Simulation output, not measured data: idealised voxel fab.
voxel double patterning: a process module
Square cells of 5 nm make up the cross-section cut, whose width is 300 nm.
Cross-section spec: square-cell grid; bands listed top down; each band is one or more rows.
Band entry format. Leading values: height of top, height of bottom, nm. Remainder: materials in left-to-right order, each with its width in nm. Special words: "throughout" on a single material, which then fills the band edge to edge; "blank", empty space.
Note: height 0 marks the level under which the wafer is uniformly one material as received. Lowest band unbounded below, written "from 0 down".
You'd read "30..40" like this: the band's top row of cells is as wide as the first number, its bottom row is as wide as the second, and going down, every row changes width by the same amount as the row before did.
Where the words "no alteration" appear for a step, the cross-section shows no cell changed by that step; every cell remained as before.
The list in "Fully enclosed voids" covers empty spaces of 8 cells or more that cannot reach the top through any open way, and it gives each as width x height at distance; the distance is from the left edge, and width, height and distance are in nm.
The remark found on a step's line after its settings is issued by the simulator itself and pertains to that step.
The setting "overlay nm" may be written on the line of a step. When the step uses a mask, the value reports how far to the right of the planned place the mask lay, and a negative value reports that it lay to the left.

So here's the lineup of process steps we planned
- 1: RECEIVE: material Si
- 2: CONFORMAL_DEP: material SiO2, thk nm 5
- 3: DIRECTIONAL_DEP: material W, thk nm 15
- 4: DIRECTIONAL_DEP: material SiCN, thk nm 10
- 5: DIRECTIONAL_DEP: material aC, thk nm 15
- 6: PATTERN: tone open, mask id FIRST, material resist, width nm 15, pitch nm 50, thk nm 30, overlay nm 0
- 7: DIRECTIONAL_ETCH: etch materials aC, depth nm 15
- 8: STRIP: etch materials resist
- 9: DIRECTIONAL_ETCH: etch materials SiCN, depth nm 10
- 10: STRIP: etch materials aC
- 11: PATTERN: tone open, mask id SECOND, material resist, width nm 15, pitch nm 50, thk nm 15, overlay nm 0
- 12: DIRECTIONAL_ETCH: etch materials SiCN, depth nm 10
- 13: STRIP: etch materials resist
- 14: DIRECTIONAL_ETCH: etch materials W, depth nm 15
- 15: STRIP: etch materials SiCN

Wafer at receipt (post step 1), cross-section
    from 0 down = Si throughout
    Fully enclosed voids: none

Cross-sectional image of the first of two wafers at the end of the module, the run having proceeded as planned
    from 20 to 5 = W 90, blank 15, W 10, blank 15, W 10, blank 15, W 10, blank 15, W 10, blank 15, W 95
    from 5 to 0 = SiO2 throughout
    from 0 down = Si throughout
    Fully enclosed voids: none

Presented here is a cross-section of the second of the two wafers as it stood at the end of the module. It was started in the same manner and assigned the same plan as the first wafer; however, one mistake was made in its execution
    from 35 to 20 = W 90, blank 15, W 10, blank 15, W 10, blank 15, W 10, blank 15, W 10, blank 15, W 95
    from 20 to 5 = W throughout
    from 5 to 0 = SiO2 throughout
    from 0 down = Si throughout
    Fully enclosed voids: none
what went wrong: step 3 of the plan saw execution twice
At the finish, the second wafer shows more or fewer cells for some materials than the first does: 180 more of W
